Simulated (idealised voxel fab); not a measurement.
Name of the process module below: voxel self aligned contacts
Xsec cut, 235 nm wide, square cell size 5 nm.
Cross-section spec: square-cell grid; bands listed top down; each band is one or more rows. In this notation a band is specified by the heights of its top and bottom, in that order and in nm, after which its materials appear from left to right, each paired with its width in nm. The word "full width" attached to a single material means that material fills the band from edge to edge; the word "blank" stands for empty space. Heights from 0 (as-received wafer is one material below). Bottom band endless downward, as "0 and below". Width "30->40": first value at the band's top row of cells, second value at its bottom row, equal change from row to row. Basically "nothing different" means that step didn't change any cell in the cross-section. The label "Voids, fully enclosed" introduces a list of the empty spaces, 8 cells or larger, that have no open way up to the top; each entry in it reads width x height at distance, where the distance is taken from the left edge and all three are stated in nm. What comes after the settings on a step's line is commentary from the simulator itself on that step. "overlay nm" denotes, for a step that has a mask, the displacement of the mask to the right of its planned place, with negative values corresponding to the left.
[Steps in the process plan]
- 1: RECEIVE [material Si]
- 2: OXIDIZE [depth nm 5]
- 3: DIRECTIONAL_DEP [material polySi] [thk nm 20]
- 4: DIRECTIONAL_DEP [material SiN] [thk nm 15]
- 5: DIRECTIONAL_DEP [material aC] [thk nm 15]
- 6: PATTERN [tone cover] [mask id GATE] [material resist] [width nm 35] [pitch nm 60] [thk nm 30] [overlay nm 0]
- 7: DIRECTIONAL_ETCH [etch materials aC] [depth nm 15]
- 8: STRIP [etch materials resist]
- 9: DIRECTIONAL_ETCH [etch materials SiN] [depth nm 15]
- 10: DIRECTIONAL_ETCH [etch materials polySi] [depth nm 20]
- 11: STRIP [etch materials aC]
- 12: CONFORMAL_DEP [material SiN] [thk nm 5]
- 13: DIRECTIONAL_ETCH [etch materials SiN] [depth nm 5]
- 14: FILL_DEP [material SiO2] [thk nm 10]
- 15: CMP [height nm 40]
- 16: DIRECTIONAL_DEP [material aC] [thk nm 10]
- 17: PATTERN [tone open] [mask id CONTACT] [material resist] [width nm 35] [thk nm 30] [overlay nm 0]
- 18: DIRECTIONAL_ETCH [etch materials aC] [depth nm 10]
- 19: STRIP [etch materials resist]
- 20: DIRECTIONAL_ETCH [etch materials SiO2] [depth nm 45]
- 21: STRIP [etch materials aC]
- 22: CONFORMAL_DEP [material TiN] [thk nm 5]
- 23: FILL_DEP [material Ru] [thk nm 10]
- 24: CMP [height nm 40]
- 25: CONFORMAL_DEP [material SiN] [thk nm 5]
[Received-state cross-section, reflecting completion of step 1]
    0 and below = Si full width
    Voids, fully enclosed: none
[This is how the wafer looks in cross-section once the module is done, given the starting state and plan above and one mistake in carrying the plan out]
    45 down to 40 = SiN full width
    40 down to 35 = SiO2: 100, TiN: 10, Ru: 15, TiN: 10, SiO2: 100
    35 down to 20 = SiO2: 70, SiN: 35, TiN: 5, Ru: 15, TiN: 5, SiN: 35, SiO2: 70
    20 down to 0 = SiO2: 70, polySi: 35, TiN: 5, Ru: 15, TiN: 5, polySi: 35, SiO2: 70
    0 down to -5 = SiO2: 105, TiN: 25, SiO2: 105
    -5 and below = Si full width
    Voids, fully enclosed: none
What broke from the plan during processing? rather than as planned, step 12 actually ran as CONFORMAL_DEP [material SiO2] [thk nm 5]
